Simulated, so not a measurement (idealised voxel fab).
Module name: voxel released beams (process module)
We display cut, a cross-section 275 nm in width whose square cells are each 5 nm.
Throughout this document, each cross-section is represented as a grid of square cells and is presented as a sequence of bands enumerated from the top downward, where a band comprises one or more rows of cells.
This entry defines a band. It first specifies the height of the band's top and the height of its bottom in nm, and then specifies the band's materials from left to right, stating each material with its width in nm. The word "edge to edge" identifies a single material that fills the band from edge to edge, while the word "empty" identifies empty space.
Ref level 0: as-received wafer is one material below here. Bottom band extends down with no lower bound ("0 -> down").
A two-number width, for instance "30..40", indicates that the width is equal to the first number in the top row of the band and to the second number in the bottom row, and that it changes by a constant amount per row of cells.
"no change occurred" (step): cross-section cells unchanged, all of them.
Empty spaces without an open route to the top, at least 8 cells in extent, make up the entry "Trapped voids"; each is given as width x height at distance, where the distance is measured from the left edge, and all are in nm.
Anything after a step's settings on that line? It's the simulator's own note about the step.
"overlay nm" on a masked step: distance the mask lay right of its planned place, negative for left.

The steps planned for the process are as follows
1) RECEIVE [material Si]
2) CONFORMAL_DEP [material SiN] [thk nm 5]
3) DIRECTIONAL_DEP [material SiO2] [thk nm 20]
4) MASKED_ETCH [tone open] [mask id ANCHOR] [width nm 35] [etch materials SiO2] [depth nm 20] [overlay nm 0]
5) CONFORMAL_DEP [material TiN] [thk nm 10]
6) MASKED_ETCH [tone cover] [mask id BEAM] [width nm 85] [etch materials TiN] [depth nm 10] [overlay nm 0]
7) STRIP [etch materials SiO2]

First out of two wafers; run went to plan

Cross-section: wafer on arrival = after step 1
> 0 -> down = Si edge to edge
> Trapped voids: none

Cross-section of the wafer after step 2
> 5 -> 0 = SiN edge to edge
> All layers under 0 are left as they were.

Cross-section of the wafer after step 3
> 25 -> 5 = SiO2 edge to edge
> All layers under 5 are left as they were.

Cross-section of the wafer after step 4
> 25 -> 5 = 95 nm SiO2, then 35 nm empty, then 145 nm SiO2
> All layers under 5 are left as they were.

Cross-section of the wafer after step 5
> 35 -> 25 = 105 nm TiN, then 15 nm empty, then 155 nm TiN
> 25 -> 15 = 95 nm SiO2, then 10 nm TiN, then 15 nm empty, then 10 nm TiN, then 145 nm SiO2
> 15 -> 5 = 95 nm SiO2, then 35 nm TiN, then 145 nm SiO2
> All layers under 5 are left as they were.

Cross-section of the wafer after step 6
> 35 -> 25 = 90 nm empty, then 15 nm TiN, then 15 nm empty, then 55 nm TiN, then 100 nm empty
> All layers under 25 are left as they were.

Cross-section of the wafer after step 7
> 35 -> 25 = 90 nm empty, then 15 nm TiN, then 15 nm empty, then 55 nm TiN, then 100 nm empty
> 25 -> 15 = 95 nm empty, then 10 nm TiN, then 15 nm empty, then 10 nm TiN, then 145 nm empty
> 15 -> 5 = 95 nm empty, then 35 nm TiN, then 145 nm empty
> All layers under 5 are left as they were.

The second wafer began exactly as the first did and followed the same plan, but one mistake was made while running it; through step 5 inclusive, the two wafers are identical

Cross-section of the second wafer at the time by which step 6 should have been completed according to the plan
> 35 -> 25 = 100 nm empty, then 5 nm TiN, then 15 nm empty, then 65 nm TiN, then 90 nm empty
> All layers under 25 are left as they were.

Cross-section of the second wafer at the time by which step 7 should have been completed according to the plan
> 35 -> 25 = 100 nm empty, then 5 nm TiN, then 15 nm empty, then 65 nm TiN, then 90 nm empty
> 25 -> 15 = 95 nm empty, then 10 nm TiN, then 15 nm empty, then 10 nm TiN, then 145 nm empty
> 15 -> 5 = 95 nm empty, then 35 nm TiN, then 145 nm empty
> All layers under 5 are left as they were.
It is concluded that the wafer was processed incorrectly with respect to the plan, in that heads up, step 6 didn't go per plan, it actually ran as MASKED_ETCH [tone cover] [mask id BEAM] [width nm 85] [etch materials TiN] [depth nm 10] [overlay nm 10]
Heads up: at the end the two wafers have identical cell counts per material, they're just laid out differently.
